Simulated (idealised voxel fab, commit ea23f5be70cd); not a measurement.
The following process module bears the name voxel local oxidation.
Cross-section cut spans 235 nm and uses square cells 5 nm in size.
We lay out every cross-section as a grid of square cells and spell it out in bands from the top down, where one band means one or more rows of cells.
It is stipulated that each band's entry specify, in nanometres, the height of the top of the band and then that of its bottom, followed by the materials of the band in left-to-right sequence, each together with its width in nanometres. A single material marked by the word "full width" is understood to fill the band from edge to edge; the word "empty" is understood to denote empty space.
Counting heights begins at 0, where everything beneath is, in the wafer as received, one material. The lowest band has no bottom; it goes on downwards, as "from 0 down" shows.
Quick explanation for "30 to 40": the width changes in equal steps down the rows of cells, from the first number in the band's top row to the second number in its bottom row.
No cell of the cross-section changed in a step that is given as "left unchanged".
In the "Unvented voids" entry, you get each enclosed empty space of 8 cells or more, one with no open way to the top, written width x height at distance, distance from the left edge, in nm.
Where a step's line continues beyond its settings, the continuation is a remark by the simulator itself on that step.
overlay nm: where the mask lay relative to plan, measured to the right, on steps with a mask; negatives go left.

## Steps in the process plan
1. op RECEIVE | material Si
2. op OXIDIZE | depth nm 5
3. op CONFORMAL_DEP | material SiN | thk nm 15
4. op PATTERN | tone cover | mask id ACTIVE | material resist | width nm 120 | thk nm 20 | overlay nm 0
5. op DIRECTIONAL_ETCH | etch materials SiN | depth nm 15
6. op STRIP | etch materials resist
7. op SELECTIVE_ETCH | etch materials SiO2 | depth nm 5
8. op OXIDIZE | depth nm 10
9. op STRIP | etch materials SiN
The wafers in this document start out alike and differ in the width nm applied at step 4; the plan shows the value used for the first wafer.

## As received, i.e. after step 1: cross-section through the first of several wafers
* from 0 down: Si full width
* Unvented voids: none

## For your reference, the table is organized with a row per wafer; each row reflects the wafer at the end of the module, indicating for each material the cells gained (+) or lost (-) since receipt, and thereafter its closed voids
width nm 120, -105 Si, +80 SiO2, Unvented voids: none
width nm 125, -103 Si, +79 SiO2, Unvented voids: none
width nm 130, -101 Si, +78 SiO2, Unvented voids: none
width nm 135, -99 Si, +77 SiO2, Unvented voids: none
width nm 140, -97 Si, +76 SiO2, Unvented voids: none
width nm 145, -95 Si, +75 SiO2, Unvented voids: none
